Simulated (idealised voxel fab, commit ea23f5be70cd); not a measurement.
Process module heading - voxel tone inversion
Cross-sectional view cut (width: 210 nm; square cell size: 5 nm).
Cross-section spec: square-cell grid; bands listed top down; each band is one or more rows.
This entry defines a band. It first specifies the height of the band's top and the height of its bottom in nm, and then specifies the band's materials from left to right, stating each material with its width in nm. The word "full width" identifies a single material that fills the band from edge to edge, while the word "blank" identifies empty space.
We count height from 0. Below that, the starting wafer is all one material. The lowest band never ends at the bottom but goes on down; see "0 -> down" for how that is written.
A two-number width, for instance "30 to 40", indicates that the width is equal to the first number in the top row of the band and to the second number in the bottom row, and that it changes by a constant amount per row of cells.
You'll sometimes find "nothing got changed" written for a step, and that's the way of saying that nowhere in the cross-section did a cell change during that step.
Closed-off voids of 8+ cells (no open route to the top) go in "Entrapped void list", written width x height at distance from the left edge, in nm.
Step line, after settings: the simulator's comment on this step.
"overlay nm" on a masked step: distance the mask lay right of its planned place, negative for left.
So the way this works: pairs, before and after one process step. The after picture only goes down to the lowest band that actually changed, nothing below. Step and its settings are under each pair. And watch out, pairs might come from different runs of this module, same starting wafer though, so a pair only follows on from the one above if its "Pre-process cross-section" entry tells you so.
[Pre-process cross-section]
	0 -> down: Si full width
	Entrapped void list: none
[State After Step]
	10 -> 0: SiN full width
	Whatever lies below 0 is exactly as it was before.
	Entrapped void list: none
Which operation links the two cross-sections above? CONFORMAL_DEP with material SiN, thk nm 10
Pre-process cross-section: Reference is made to the cross-section shown after the step in the pair directly above, which represents the state prior to this step.
[State After Step]
	30 -> 10: polySi full width
	Whatever lies below 10 is exactly as it was before.
	Entrapped void list: none
Which operation links the two cross-sections above? DIRECTIONAL_DEP with material polySi, thk nm 20
Pre-process cross-section: Reference is made to the cross-section shown after the step in the pair directly above, which represents the state prior to this step.
[State After Step]
	60 -> 30: blank 60  resist 15  blank 20  resist 15  blank 20  resist 15  blank 65
	Whatever lies below 30 is exactly as it was before.
	Entrapped void list: none
Which operation links the two cross-sections above? PATTERN with tone cover, mask id POSTS, material resist, width nm 15, pitch nm 35, thk nm 30, overlay nm 0
Pre-process cross-section: Reference is made to the cross-section shown after the step in the pair directly above, which represents the state prior to this step.
[State After Step]
	60 -> 30: blank 60  resist 15  blank 20  resist 15  blank 20  resist 15  blank 65
	30 -> 10: blank 60  polySi 15  blank 20  polySi 15  blank 20  polySi 15  blank 65
	Whatever lies below 10 is exactly as it was before.
	Entrapped void list: none
Which operation links the two cross-sections above? DIRECTIONAL_ETCH with etch materials polySi, depth nm 20
Pre-process cross-section: Reference is made to the cross-section shown after the step in the pair directly above, which represents the state prior to this step.
[State After Step]
	30 -> 10: blank 60  polySi 15  blank 20  polySi 15  blank 20  polySi 15  blank 65
	Whatever lies below 10 is exactly as it was before.
	Entrapped void list: none
Which operation links the two cross-sections above? STRIP with etch materials resist
Pre-process cross-section: Reference is made to the cross-section shown after the step in the pair directly above, which represents the state prior to this step.
[State After Step]
	35 -> 30: SiO2 full width
	30 -> 10: SiO2 60  polySi 15  SiO2 20  polySi 15  SiO2 20  polySi 15  SiO2 65
	Whatever lies below 10 is exactly as it was before.
	Entrapped void list: none
Which operation links the two cross-sections above? FILL_DEP with material SiO2, thk nm 5
Pre-process cross-section: Reference is made to the cross-section shown after the step in the pair directly above, which represents the state prior to this step.
[State After Step]
	30 -> 10: SiO2 60  polySi 15  SiO2 20  polySi 15  SiO2 20  polySi 15  SiO2 65
	Whatever lies below 10 is exactly as it was before.
	Entrapped void list: none
Which operation links the two cross-sections above? CMP with height nm 30
Pre-process cross-section: Reference is made to the cross-section shown after the step in the pair directly above, which represents the state prior to this step.
[State After Step]
	30 -> 10: SiO2 60  blank 15  SiO2 20  blank 15  SiO2 20  blank 15  SiO2 65
	Whatever lies below 10 is exactly as it was before.
	Entrapped void list: none
Which operation links the two cross-sections above? STRIP with etch materials polySi
[Pre-process cross-section]
	0 -> down: Si full width
	Entrapped void list: none
[State After Step]
	20 -> 0: polySi full width
	Whatever lies below 0 is exactly as it was before.
	Entrapped void list: none
Which operation links the two cross-sections above? DIRECTIONAL_DEP with material polySi, thk nm 20
Pre-process cross-section: Reference is made to the cross-section shown after the step in the pair directly above, which represents the state prior to this step.
[State After Step]
	30 -> 20: SiN full width
	Whatever lies below 20 is exactly as it was before.
	Entrapped void list: none
Which operation links the two cross-sections above? CONFORMAL_DEP with material SiN, thk nm 10
Pre-process cross-section: Reference is made to the cross-section shown after the step in the pair directly above, which represents the state prior to this step.
[State After Step]
	60 -> 30: blank 60  resist 15  blank 20  resist 15  blank 20  resist 15  blank 65
	Whatever lies below 30 is exactly as it was before.
	Entrapped void list: none
Which operation links the two cross-sections above? PATTERN with tone cover, mask id POSTS, material resist, width nm 15, pitch nm 35, thk nm 30, overlay nm 0
Pre-process cross-section: Reference is made to the cross-section shown after the step in the pair directly above, which represents the state prior to this step.
[State After Step]
	30 -> 20: SiN full width
	Whatever lies below 20 is exactly as it was before.
	Entrapped void list: none
Which operation links the two cross-sections above? STRIP with etch materials resist
Pre-process cross-section: Reference is made to the cross-section shown after the step in the pair directly above, which represents the state prior to this step.
[State After Step]
	35 -> 30: SiO2 full width
	Whatever lies below 30 is exactly as it was before.
	Entrapped void list: none
Which operation links the two cross-sections above? FILL_DEP with material SiO2, thk nm 5
Pre-process cross-section: Reference is made to the cross-section shown after the step in the pair directly above, which represents the state prior to this step.
[State After Step]
	30 -> 20: SiN full width
	Whatever lies below 20 is exactly as it was before.
	Entrapped void list: none
Which operation links the two cross-sections above? CMP with height nm 30
[Pre-process cross-section]
	0 -> down: Si full width
	Entrapped void list: none
[State After Step]
	5 -> 0: SiN full width
	Whatever lies below 0 is exactly as it was before.
	Entrapped void list: none
Which operation links the two cross-sections above? CONFORMAL_DEP with material SiN, thk nm 5
Pre-process cross-section: Reference is made to the cross-section shown after the step in the pair directly above, which represents the state prior to this step.
[State After Step]
	25 -> 5: polySi full width
	Whatever lies below 5 is exactly as it was before.
	Entrapped void list: none
Which operation links the two cross-sections above? DIRECTIONAL_DEP with material polySi, thk nm 20
Pre-process cross-section: Reference is made to the cross-section shown after the step in the pair directly above, which represents the state prior to this step.
[State After Step]
	55 -> 25: blank 60  resist 15  blank 20  resist 15  blank 20  resist 15  blank 65
	Whatever lies below 25 is exactly as it was before.
	Entrapped void list: none
Which operation links the two cross-sections above? PATTERN with tone cover, mask id POSTS, material resist, width nm 15, pitch nm 35, thk nm 30, overlay nm 0
Pre-process cross-section: Reference is made to the cross-section shown after the step in the pair directly above, which represents the state prior to this step.
[State After Step]
	55 -> 25: blank 60  resist 15  blank 20  resist 15  blank 20  resist 15  blank 65
	25 -> 5: blank 60  polySi 15  blank 20  polySi 15  blank 20  polySi 15  blank 65
	Whatever lies below 5 is exactly as it was before.
	Entrapped void list: none
Which operation links the two cross-sections above? DIRECTIONAL_ETCH with etch materials polySi, depth nm 20
Pre-process cross-section: Reference is made to the cross-section shown after the step in the pair directly above, which represents the state prior to this step.
[State After Step]
	25 -> 5: blank 60  polySi 15  blank 20  polySi 15  blank 20  polySi 15  blank 65
	Whatever lies below 5 is exactly as it was before.
	Entrapped void list: none
Which operation links the two cross-sections above? STRIP with etch materials resist
Pre-process cross-section: Reference is made to the cross-section shown after the step in the pair directly above, which represents the state prior to this step.
[State After Step]
	30 -> 25: SiO2 full width
	25 -> 5: SiO2 60  polySi 15  SiO2 20  polySi 15  SiO2 20  polySi 15  SiO2 65
	Whatever lies below 5 is exactly as it was before.
	Entrapped void list: none
Which operation links the two cross-sections above? FILL_DEP with material SiO2, thk nm 5
[Pre-process cross-section]
	30 -> 10: polySi full width
	10 -> 0: SiN full width
	0 -> down: Si full width
	Entrapped void list: none
[State After Step]
	60 -> 30: blank 60  resist 20  blank 15  resist 20  blank 15  resist 20  blank 60
	Whatever lies below 30 is exactly as it was before.
	Entrapped void list: none
Which operation links the two cross-sections above? PATTERN with tone cover, mask id POSTS, material resist, width nm 20, pitch nm 35, thk nm 30, overlay nm 0
Pre-process cross-section: Reference is made to the cross-section shown after the step in the pair directly above, which represents the state prior to this step.
[State After Step]
	60 -> 30: blank 60  resist 20  blank 15  resist 20  blank 15  resist 20  blank 60
	30 -> 10: blank 60  polySi 20  blank 15  polySi 20  blank 15  polySi 20  blank 60
	Whatever lies below 10 is exactly as it was before.
	Entrapped void list: none
Which operation links the two cross-sections above? DIRECTIONAL_ETCH with etch materials polySi, depth nm 20
Pre-process cross-section: Reference is made to the cross-section shown after the step in the pair directly above, which represents the state prior to this step.
[State After Step]
	30 -> 10: blank 60  polySi 20  blank 15  polySi 20  blank 15  polySi 20  blank 60
	Whatever lies below 10 is exactly as it was before.
	Entrapped void list: none
Which operation links the two cross-sections above? STRIP with etch materials resist
Pre-process cross-section: Reference is made to the cross-section shown after the step in the pair directly above, which represents the state prior to this step.
[State After Step]
	35 -> 30: SiO2 full width
	30 -> 10: SiO2 60  polySi 20  SiO2 15  polySi 20  SiO2 15  polySi 20  SiO2 60
	Whatever lies below 10 is exactly as it was before.
	Entrapped void list: none
Which operation links the two cross-sections above? FILL_DEP with material SiO2, thk nm 5
Pre-process cross-section: Reference is made to the cross-section shown after the step in the pair directly above, which represents the state prior to this step.
[State After Step]
	30 -> 10: SiO2 60  polySi 20  SiO2 15  polySi 20  SiO2 15  polySi 20  SiO2 60
	Whatever lies below 10 is exactly as it was before.
	Entrapped void list: none
Which operation links the two cross-sections above? CMP with height nm 30
Pre-process cross-section: Reference is made to the cross-section shown after the step in the pair directly above, which represents the state prior to this step.
[State After Step]
	30 -> 10: SiO2 60  blank 20  SiO2 15  blank 20  SiO2 15  blank 20  SiO2 60
	Whatever lies below 10 is exactly as it was before.
	Entrapped void list: none
Which operation links the two cross-sections above? STRIP with etch materials polySi
[Pre-process cross-section]
	30 -> 10: polySi full width
	10 -> 0: SiN full width
	0 -> down: Si full width
	Entrapped void list: none
[State After Step]
	60 -> 30: blank 70  resist 15  blank 20  resist 15  blank 20  resist 15  blank 55
	Whatever lies below 30 is exactly as it was before.
	Entrapped void list: none
Which operation links the two cross-sections above? PATTERN with tone cover, mask id POSTS, material resist, width nm 15, pitch nm 35, thk nm 30, overlay nm 10
Pre-process cross-section: Reference is made to the cross-section shown after the step in the pair directly above, which represents the state prior to this step.
[State After Step]
	60 -> 30: blank 70  resist 15  blank 20  resist 15  blank 20  resist 15  blank 55
	30 -> 10: blank 70  polySi 15  blank 20  polySi 15  blank 20  polySi 15  blank 55
	Whatever lies below 10 is exactly as it was before.
	Entrapped void list: none
Which operation links the two cross-sections above? DIRECTIONAL_ETCH with etch materials polySi, depth nm 20
Pre-process cross-section: Reference is made to the cross-section shown after the step in the pair directly above, which represents the state prior to this step.
[State After Step]
	30 -> 10: blank 70  polySi 15  blank 20  polySi 15  blank 20  polySi 15  blank 55
	Whatever lies below 10 is exactly as it was before.
	Entrapped void list: none
Which operation links the two cross-sections above? STRIP with etch materials resist
Pre-process cross-section: Reference is made to the cross-section shown after the step in the pair directly above, which represents the state prior to this step.
[State After Step]
	35 -> 30: SiO2 full width
	30 -> 10: SiO2 70  polySi 15  SiO2 20  polySi 15  SiO2 20  polySi 15  SiO2 55
	Whatever lies below 10 is exactly as it was before.
	Entrapped void list: none
Which operation links the two cross-sections above? FILL_DEP with material SiO2, thk nm 5
Pre-process cross-section: Reference is made to the cross-section shown after the step in the pair directly above, which represents the state prior to this step.
[State After Step]
	30 -> 10: SiO2 70  polySi 15  SiO2 20  polySi 15  SiO2 20  polySi 15  SiO2 55
	Whatever lies below 10 is exactly as it was before.
	Entrapped void list: none
Which operation links the two cross-sections above? CMP with height nm 30
Pre-process cross-section: Reference is made to the cross-section shown after the step in the pair directly above, which represents the state prior to this step.
[State After Step]
	30 -> 10: SiO2 70  blank 15  SiO2 20  blank 15  SiO2 20  blank 15  SiO2 55
	Whatever lies below 10 is exactly as it was before.
	Entrapped void list: none
Which operation links the two cross-sections above? STRIP with etch materials polySi
[Pre-process cross-section]
	10 -> 0: SiN full width
	0 -> down: Si full width
	Entrapped void list: none
[State After Step]
	30 -> 10: SiO2 full width
	Whatever lies below 10 is exactly as it was before.
	Entrapped void list: none
Which operation links the two cross-sections above? DIRECTIONAL_DEP with material SiO2, thk nm 20
Pre-process cross-section: Reference is made to the cross-section shown after the step in the pair directly above, which represents the state prior to this step.
[State After Step]
	60 -> 30: blank 60  resist 15  blank 20  resist 15  blank 20  resist 15  blank 65
	Whatever lies below 30 is exactly as it was before.
	Entrapped void list: none
Which operation links the two cross-sections above? PATTERN with tone cover, mask id POSTS, material resist, width nm 15, pitch nm 35, thk nm 30, overlay nm 0
Pre-process cross-section: Reference is made to the cross-section shown after the step in the pair directly above, which represents the state prior to this step.
[State After Step]
	30 -> 10: SiO2 full width
	Whatever lies below 10 is exactly as it was before.
	Entrapped void list: none
Which operation links the two cross-sections above? STRIP with etch materials resist
Pre-process cross-section: Reference is made to the cross-section shown after the step in the pair directly above, which represents the state prior to this step.
[State After Step]
	35 -> 10: SiO2 full width
	Whatever lies below 10 is exactly as it was before.
	Entrapped void list: none
Which operation links the two cross-sections above? FILL_DEP with material SiO2, thk nm 5
Pre-process cross-section: Reference is made to the cross-section shown after the step in the pair directly above, which represents the state prior to this step.
[State After Step]
	30 -> 10: SiO2 full width
	Whatever lies below 10 is exactly as it was before.
	Entrapped void list: none
Which operation links the two cross-sections above? CMP with height nm 30
[Pre-process cross-section]
	30 -> 10: polySi full width
	10 -> 0: SiN full width
	0 -> down: Si full width
	Entrapped void list: none
[State After Step]
	60 -> 30: resist 60  blank 15  resist 20  blank 15  resist 20  blank 15  resist 65
	Whatever lies below 30 is exactly as it was before.
	Entrapped void list: none
Which operation links the two cross-sections above? PATTERN with tone open, mask id POSTS, material resist, width nm 15, pitch nm 35, thk nm 30, overlay nm 0
Pre-process cross-section: Reference is made to the cross-section shown after the step in the pair directly above, which represents the state prior to this step.
[State After Step]
	60 -> 30: resist 60  blank 15  resist 20  blank 15  resist 20  blank 15  resist 65
	30 -> 10: polySi 60  blank 15  polySi 20  blank 15  polySi 20  blank 15  polySi 65
	Whatever lies below 10 is exactly as it was before.
	Entrapped void list: none
Which operation links the two cross-sections above? DIRECTIONAL_ETCH with etch materials polySi, depth nm 20
Pre-process cross-section: Reference is made to the cross-section shown after the step in the pair directly above, which represents the state prior to this step.
[State After Step]
	30 -> 10: polySi 60  blank 15  polySi 20  blank 15  polySi 20  blank 15  polySi 65
	Whatever lies below 10 is exactly as it was before.
	Entrapped void list: none
Which operation links the two cross-sections above? STRIP with etch materials resist
Pre-process cross-section: Reference is made to the cross-section shown after the step in the pair directly above, which represents the state prior to this step.
[State After Step]
	35 -> 30: SiO2 full width
	30 -> 10: polySi 60  SiO2 15  polySi 20  SiO2 15  polySi 20  SiO2 15  polySi 65
	Whatever lies below 10 is exactly as it was before.
	Entrapped void list: none
Which operation links the two cross-sections above? FILL_DEP with material SiO2, thk nm 5
Pre-process cross-section: Reference is made to the cross-section shown after the step in the pair directly above, which represents the state prior to this step.
[State After Step]
	30 -> 10: polySi 60  SiO2 15  polySi 20  SiO2 15  polySi 20  SiO2 15  polySi 65
	Whatever lies below 10 is exactly as it was before.
	Entrapped void list: none
Which operation links the two cross-sections above? CMP with height nm 30
Pre-process cross-section: Reference is made to the cross-section shown after the step in the pair directly above, which represents the state prior to this step.
[State After Step]
	30 -> 10: blank 60  SiO2 15  blank 20  SiO2 15  blank 20  SiO2 15  blank 65
	Whatever lies below 10 is exactly as it was before.
	Entrapped void list: none
Which operation links the two cross-sections above? STRIP with etch materials polySi
